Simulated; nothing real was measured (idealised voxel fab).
process module | voxel self aligned contacts
cross-section cut | 215 nm wide | cells 5 nm
A cross-section is a grid of square cells, given in bands from the top down. A band is one or more rows of cells.
Each band's line starts with the height of the band's top and of its bottom, in nm. Then come its materials from left to right, each with its width in nm. One material with "throughout" fills the band from edge to edge. "air" is empty space.
Height 0 is the level under which the wafer as received is all one material. The lowest band goes on downwards, as in "0 down".
A width such as "30 to 40" changes by the same amount from each row of cells to the next, from the band's top row to its bottom row.
"no change" after a step means that no cell of the cross-section changed.
closed voids: empty space of 8 cells or more with no open way to the top, each as width x height at its distance from the left edge, in nm
after a step's settings: what the simulator itself notes on the step
overlay nm, on a step with a mask: how far to the right of its planned place the mask lay; to the left if negative
plan
1 op RECEIVE | material Si
2 op CONFORMAL_DEP | material SiO2 | thk nm 5
3 op DIRECTIONAL_DEP | material polySi | thk nm 30
4 op DIRECTIONAL_DEP | material SiN | thk nm 15
5 op DIRECTIONAL_DEP | material aC | thk nm 15
6 op PATTERN | tone cover | mask id GATE | material resist | width nm 35 | pitch nm 60 | thk nm 30 | overlay nm 0
7 op DIRECTIONAL_ETCH | etch materials aC | depth nm 15
8 op STRIP | etch materials resist
9 op DIRECTIONAL_ETCH | etch materials SiN | depth nm 15
10 op DIRECTIONAL_ETCH | etch materials polySi | depth nm 30
11 op STRIP | etch materials aC
12 op CONFORMAL_DEP | material SiN | thk nm 5
13 op DIRECTIONAL_ETCH | etch materials SiN | depth nm 5
14 op FILL_DEP | material SiO2 | thk nm 20
15 op CMP | height nm 60
16 op PATTERN | tone open | mask id CONTACT | material resist | width nm 45 | thk nm 20 | overlay nm 0
17 op DIRECTIONAL_ETCH | etch materials SiO2 | depth nm 60
18 op STRIP | etch materials resist
19 op CONFORMAL_DEP | material TiN | thk nm 5
20 op FILL_DEP | material W | thk nm 5
21 op CMP | height nm 60
22 op CONFORMAL_DEP | material SiN | thk nm 5
first wafer, as planned
as received, after step 1
  0 down: Si throughout
  closed voids: none
after step 2
  5 to 0: SiO2 throughout
  below 0: unchanged
after step 3
  35 to 5: polySi throughout
  below 5: unchanged
after step 4
  50 to 35: SiN throughout
  below 35: unchanged
after step 5
  65 to 50: aC throughout
  below 50: unchanged
after step 6
  95 to 65: air 60 | resist 35 | air 25 | resist 35 | air 60
  below 65: unchanged
after step 7
  80 to 65: air 60 | resist 35 | air 25 | resist 35 | air 60
  65 to 50: air 60 | aC 35 | air 25 | aC 35 | air 60
  below 50: unchanged
after step 8
  65 to 50: air 60 | aC 35 | air 25 | aC 35 | air 60
  below 50: unchanged
after step 9
  65 to 50: air 60 | aC 35 | air 25 | aC 35 | air 60
  50 to 35: air 60 | SiN 35 | air 25 | SiN 35 | air 60
  below 35: unchanged
after step 10
  65 to 50: air 60 | aC 35 | air 25 | aC 35 | air 60
  50 to 35: air 60 | SiN 35 | air 25 | SiN 35 | air 60
  35 to 5: air 60 | polySi 35 | air 25 | polySi 35 | air 60
  below 5: unchanged
after step 11
  50 to 35: air 60 | SiN 35 | air 25 | SiN 35 | air 60
  below 35: unchanged
after step 12
  55 to 35: air 55 | SiN 45 | air 15 | SiN 45 | air 55
  35 to 10: air 55 | SiN 5 | polySi 35 | SiN 5 | air 15 | SiN 5 | polySi 35 | SiN 5 | air 55
  10 to 5: SiN 60 | polySi 35 | SiN 25 | polySi 35 | SiN 60
  below 5: unchanged
after step 13
  50 to 35: air 55 | SiN 45 | air 15 | SiN 45 | air 55
  35 to 5: air 55 | SiN 5 | polySi 35 | SiN 5 | air 15 | SiN 5 | polySi 35 | SiN 5 | air 55
  below 5: unchanged
after step 14
  70 to 50: SiO2 throughout
  50 to 35: SiO2 55 | SiN 45 | SiO2 15 | SiN 45 | SiO2 55
  35 to 5: SiO2 55 | SiN 5 | polySi 35 | SiN 5 | SiO2 15 | SiN 5 | polySi 35 | SiN 5 | SiO2 55
  below 5: unchanged
after step 15
  60 to 50: SiO2 throughout
  below 50: unchanged
after step 16
  80 to 60: resist 85 | air 45 | resist 85
  below 60: unchanged
after step 17
  80 to 60: resist 85 | air 45 | resist 85
  60 to 50: SiO2 85 | air 45 | SiO2 85
  50 to 35: SiO2 55 | SiN 45 | air 15 | SiN 45 | SiO2 55
  35 to 5: SiO2 55 | SiN 5 | polySi 35 | SiN 5 | air 15 | SiN 5 | polySi 35 | SiN 5 | SiO2 55
  5 to 0: SiO2 100 | air 15 | SiO2 100
  below 0: unchanged
after step 18
  60 to 50: SiO2 85 | air 45 | SiO2 85
  below 50: unchanged
after step 19
  65 to 60: TiN 90 | air 35 | TiN 90
  60 to 50: SiO2 85 | TiN 5 to 20 | air 35 to 5 | TiN 5 to 20 | SiO2 85
  50 to 35: SiO2 55 | SiN 45 | TiN 5 | air 5 | TiN 5 | SiN 45 | SiO2 55
  35 to 5: SiO2 55 | SiN 5 | polySi 35 | SiN 5 | TiN 5 | air 5 | TiN 5 | SiN 5 | polySi 35 | SiN 5 | SiO2 55
  5 to 0: SiO2 100 | TiN 15 | SiO2 100
  below 0: unchanged
after step 20
  70 to 65: W throughout
  65 to 60: TiN 90 | W 35 | TiN 90
  60 to 50: SiO2 85 | TiN 5 to 20 | W 35 to 5 | TiN 5 to 20 | SiO2 85
  50 to 35: SiO2 55 | SiN 45 | TiN 5 | W 5 | TiN 5 | SiN 45 | SiO2 55
  35 to 5: SiO2 55 | SiN 5 | polySi 35 | SiN 5 | TiN 5 | W 5 | TiN 5 | SiN 5 | polySi 35 | SiN 5 | SiO2 55
  below 5: unchanged
after step 21
  60 to 50: SiO2 85 | TiN 5 to 20 | W 35 to 5 | TiN 5 to 20 | SiO2 85
  below 50: unchanged
after step 22
  65 to 60: SiN throughout
  below 60: unchanged
second wafer: like start, like plan, one mistake. Through step 5 it matches the first wafer
when step 6 should have ended
  95 to 65: air 65 | resist 35 | air 25 | resist 35 | air 55
  below 65: unchanged
when step 7 should have ended
  80 to 65: air 65 | resist 35 | air 25 | resist 35 | air 55
  65 to 50: air 65 | aC 35 | air 25 | aC 35 | air 55
  below 50: unchanged
when step 8 should have ended
  65 to 50: air 65 | aC 35 | air 25 | aC 35 | air 55
  below 50: unchanged
when step 9 should have ended
  65 to 50: air 65 | aC 35 | air 25 | aC 35 | air 55
  50 to 35: air 65 | SiN 35 | air 25 | SiN 35 | air 55
  below 35: unchanged
when step 10 should have ended
  65 to 50: air 65 | aC 35 | air 25 | aC 35 | air 55
  50 to 35: air 65 | SiN 35 | air 25 | SiN 35 | air 55
  35 to 5: air 65 | polySi 35 | air 25 | polySi 35 | air 55
  below 5: unchanged
when step 11 should have ended
  50 to 35: air 65 | SiN 35 | air 25 | SiN 35 | air 55
  below 35: unchanged
when step 12 should have ended
  55 to 35: air 60 | SiN 45 | air 15 | SiN 45 | air 50
  35 to 10: air 60 | SiN 5 | polySi 35 | SiN 5 | air 15 | SiN 5 | polySi 35 | SiN 5 | air 50
  10 to 5: SiN 65 | polySi 35 | SiN 25 | polySi 35 | SiN 55
  below 5: unchanged
when step 13 should have ended
  50 to 35: air 60 | SiN 45 | air 15 | SiN 45 | air 50
  35 to 5: air 60 | SiN 5 | polySi 35 | SiN 5 | air 15 | SiN 5 | polySi 35 | SiN 5 | air 50
  below 5: unchanged
when step 14 should have ended
  70 to 50: SiO2 throughout
  50 to 35: SiO2 60 | SiN 45 | SiO2 15 | SiN 45 | SiO2 50
  35 to 5: SiO2 60 | SiN 5 | polySi 35 | SiN 5 | SiO2 15 | SiN 5 | polySi 35 | SiN 5 | SiO2 50
  below 5: unchanged
when step 15 should have ended
  60 to 50: SiO2 throughout
  below 50: unchanged
when step 16 should have ended
  80 to 60: resist 85 | air 45 | resist 85
  below 60: unchanged
when step 17 should have ended
  80 to 60: resist 85 | air 45 | resist 85
  60 to 50: SiO2 85 | air 45 | SiO2 85
  50 to 35: SiO2 60 | SiN 45 | air 15 | SiN 45 | SiO2 50
  35 to 5: SiO2 60 | SiN 5 | polySi 35 | SiN 5 | air 15 | SiN 5 | polySi 35 | SiN 5 | SiO2 50
  5 to 0: SiO2 105 | air 15 | SiO2 95
  below 0: unchanged
when step 18 should have ended
  60 to 50: SiO2 85 | air 45 | SiO2 85
  below 50: unchanged
when step 19 should have ended
  65 to 60: TiN 90 | air 35 | TiN 90
  60 to 50: SiO2 85 | TiN 5 to 25 | air 35 to 5 | TiN 5 to 15 | SiO2 85
  50 to 35: SiO2 60 | SiN 45 | TiN 5 | air 5 | TiN 5 | SiN 45 | SiO2 50
  35 to 5: SiO2 60 | SiN 5 | polySi 35 | SiN 5 | TiN 5 | air 5 | TiN 5 | SiN 5 | polySi 35 | SiN 5 | SiO2 50
  5 to 0: SiO2 105 | TiN 15 | SiO2 95
  below 0: unchanged
when step 20 should have ended
  70 to 65: W throughout
  65 to 60: TiN 90 | W 35 | TiN 90
  60 to 50: SiO2 85 | TiN 5 to 25 | W 35 to 5 | TiN 5 to 15 | SiO2 85
  50 to 35: SiO2 60 | SiN 45 | TiN 5 | W 5 | TiN 5 | SiN 45 | SiO2 50
  35 to 5: SiO2 60 | SiN 5 | polySi 35 | SiN 5 | TiN 5 | W 5 | TiN 5 | SiN 5 | polySi 35 | SiN 5 | SiO2 50
  below 5: unchanged
when step 21 should have ended
  60 to 50: SiO2 85 | TiN 5 to 25 | W 35 to 5 | TiN 5 to 15 | SiO2 85
  below 50: unchanged
when step 22 should have ended
  65 to 60: SiN throughout
  below 60: unchanged
what went wrong: step 6 ran as: op PATTERN | tone cover | mask id GATE | material resist | width nm 35 | pitch nm 60 | thk nm 30 | overlay nm 5
at the end the second wafer has, in cells: as many of each material as the first, in other places
